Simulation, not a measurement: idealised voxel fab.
Process module under the name voxel self aligned vias
Square cells of 5 nm make up the cross-section cut, whose width is 145 nm.
A cross-section is written here as square cells arranged in a grid, and it is given in bands from the top down, each band taking up one or more rows of cells.
Look at the band entry: it leads with the top's height and the bottom's height in nm. Then it lists the materials left to right, with a width in nm for each. The word "full width" on a single material says that material fills the band edge to edge. The word "blank" is empty space.
Height is counted from the level 0, under which the received wafer is composed throughout of one material. The lowest of the bands is not closed at the bottom but continues downward, in the notation "0 -> down".
Per-row width for "30 to 40": begins at first number (top row of band), ends at second number (bottom row), increment between rows held constant.
Step marked "same as before"? Then no cell in the cross-section changed in it.
The entry "Cavities, sealed" lists the empty spaces that cover at least 8 cells and have no open path to the top. Each is written as width x height at distance, where the distance is measured from the left edge and all three values are in nm.
It should be noted that, on the line of a given step, the content following the step's settings is a remark produced by the simulator itself with respect to that step.
A step's line can hold "overlay nm"; with a mask on that step, the setting says how far right of the planned place the mask lay, while a negative setting says it lay to the left.
PROCESS STEPS - PLAN
step 1: RECEIVE: material Si
step 2: CONFORMAL_DEP: material SiO2, thk nm 10
step 3: CONFORMAL_DEP: material SiCN, thk nm 5
step 4: DIRECTIONAL_DEP: material SiO2, thk nm 30
step 5: MASKED_ETCH: tone open, mask id LINES, width nm 30, pitch nm 55, etch materials SiO2, depth nm 30, overlay nm 0
step 6: CONFORMAL_DEP: material TiN, thk nm 5
step 7: FILL_DEP: material W, thk nm 5
step 8: CMP: height nm 45
step 9: SELECTIVE_ETCH: etch materials W Ru TiN, depth nm 5
step 10: FILL_DEP: material SiN, thk nm 5
step 11: CMP: height nm 45
step 12: DIRECTIONAL_DEP: material SiO2, thk nm 15
step 13: MASKED_ETCH: tone open, mask id VIAS, width nm 40, etch materials SiO2, depth nm 15, overlay nm 0
step 14: MASKED_ETCH: tone open, mask id VIAS, width nm 40, etch materials SiN, depth nm 5, overlay nm 0
step 15: CONFORMAL_DEP: material TiN, thk nm 5
step 16: FILL_DEP: material Ru, thk nm 5
step 17: CMP: height nm 60
step 18: CONFORMAL_DEP: material SiN, thk nm 5
CROSS-SECTION OF THE WAFER UPON ARRIVAL, REPRESENTING THE STATE REACHED AFTER STEP 1
    0 -> down: Si full width
    Cavities, sealed: none
LOOKING AT THE FIRST OF TWO WAFERS IN CROSS-SECTION AT END OF MODULE - RAN TO PLAN
    65 -> 60: SiN full width
    60 -> 50: SiO2 (25) | TiN (5) | Ru (30) | TiN (5) | SiO2 (80)
    50 -> 45: SiO2 (25) | TiN (10) | Ru (20) | TiN (10) | SiO2 (80)
    45 -> 40: SiO2 (30) | TiN (30) | SiO2 (25) | SiN (30) | SiO2 (30)
    40 -> 20: SiO2 (30) | TiN (5) | W (20) | TiN (5) | SiO2 (25) | TiN (5) | W (20) | TiN (5) | SiO2 (30)
    20 -> 15: SiO2 (30) | TiN (30) | SiO2 (25) | TiN (30) | SiO2 (30)
    15 -> 10: SiCN full width
    10 -> 0: SiO2 full width
    0 -> down: Si full width
    Cavities, sealed: none
SECOND WAFER THROUGH THE MODULE, SECTIONED AT THE END: SAME BEGINNING AND SAME PLAN AS THE FIRST WAFER, WITH ONE MISTAKE IN CARRYING IT OUT
    65 -> 60: SiN full width
    60 -> 45: SiO2 (25) | TiN (5) | Ru (30) | TiN (5) | SiO2 (80)
    45 -> 40: SiN (25) | TiN (40) | SiN (80)
    40 -> 15: SiO2 (30) | TiN (5) | W (20) | TiN (5) | SiO2 (25) | TiN (5) | W (20) | TiN (5) | SiO2 (30)
    15 -> 10: SiO2 (30) | TiN (30) | SiO2 (25) | TiN (30) | SiO2 (30)
    10 -> 0: SiO2 full width
    0 -> down: Si full width
    Cavities, sealed: none
Deviation from plan: the run left out plan step 3 entirely, so it was never executed
Cell-count delta at end, second wafer over first, by material: 2 more of Ru; 29 fewer of SiCN; 15 more of SiN; 4 more of TiN; 8 more of W
